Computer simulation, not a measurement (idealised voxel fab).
The following process module bears the name voxel ribs on slabs.
The cross-section on display is named cut; it measures 145 nm wide, and its cells are 5 nm squares.
In this document a cross-section is written as a grid of square cells. It is given as a series of bands, listed from the top down, and a band is one or more rows of cells. The band entry comprises the height of the band's top followed by the height of its bottom, expressed in nm, and subsequently the band's materials from left to right, each stated together with its width in nm. Where a single material is marked with the word "everywhere", that material fills the band from edge to edge. The word "blank" represents empty space. Heads up on the height convention: 0 is the point under which the incoming wafer is all one material, and the lowest band has no bottom, it just keeps going down, like "0 and below". Read "30->40" as a graded width: first number on top, second number at the bottom, same change between each pair of neighbouring rows. "remained unchanged" after a step means that no cell of the cross-section changed. Enclosed voids (no open way to top), threshold 8 cells or more, entry "Trapped cavities", notation width x height at distance, distance from left edge, nm. The remark found on a step's line after its settings is issued by the simulator itself and pertains to that step. overlay nm: on a step with a mask, how far right of its planned place the mask lay; negative means left.

The steps planned for the process are as follows
- 1: RECEIVE [material Si]
- 2: DIRECTIONAL_DEP [material SiO2] [thk nm 25]
- 3: DIRECTIONAL_DEP [material SiN] [thk nm 15]
- 4: PATTERN [tone cover] [mask id RIB] [material resist] [width nm 25] [thk nm 20] [overlay nm 0]
- 5: DIRECTIONAL_ETCH [etch materials SiN] [depth nm 5]
- 6: STRIP [etch materials resist]
- 7: PATTERN [tone cover] [mask id SLAB] [material resist] [width nm 85] [thk nm 15] [overlay nm 0]
- 8: DIRECTIONAL_ETCH [etch materials SiN] [depth nm 10]
- 9: STRIP [etch materials resist]
- 10: FILL_DEP [material SiO2] [thk nm 15]
- 11: CMP [height nm 50]
- 12: DIRECTIONAL_DEP [material W] [thk nm 10]
- 13: PATTERN [tone cover] [mask id HEATER] [material resist] [width nm 35] [thk nm 20] [overlay nm 0]
- 14: DIRECTIONAL_ETCH [etch materials W] [depth nm 10]
- 15: STRIP [etch materials resist]
- 16: CONFORMAL_DEP [material SiO2] [thk nm 5]

Here's what the wafer looked like in cross-section when it arrived - that's after step 1
	0 and below: Si everywhere
	Trapped cavities: none

Cross-section, first of two wafers, end of module, run as planned
	65 down to 60: blank: 50 / SiO2: 45 / blank: 50
	60 down to 55: blank: 50 / SiO2: 5 / W: 35 / SiO2: 5 / blank: 50
	55 down to 50: SiO2: 55 / W: 35 / SiO2: 55
	50 down to 40: SiO2 everywhere
	40 down to 35: SiO2: 60 / SiN: 25 / SiO2: 60
	35 down to 25: SiO2: 30 / SiN: 85 / SiO2: 30
	25 down to 0: SiO2 everywhere
	0 and below: Si everywhere
	Trapped cavities: none

Second wafer cross-section at end of module - shared start and plan with the first, one mistake in the run
	65 down to 60: blank: 50 / SiO2: 45 / blank: 50
	60 down to 55: SiO2: 55 / W: 35 / SiO2: 55
	55 down to 50: W everywhere
	50 down to 40: SiO2 everywhere
	40 down to 35: SiO2: 60 / SiN: 25 / SiO2: 60
	35 down to 25: SiO2: 30 / SiN: 85 / SiO2: 30
	25 down to 0: SiO2 everywhere
	0 and below: Si everywhere
	Trapped cavities: none
Short version of what went wrong: heads up, step 14 didn't go per plan, it actually ran as DIRECTIONAL_ETCH [etch materials W] [depth nm 5]
at the end the second wafer has, in cells: -2 SiO2; +22 W
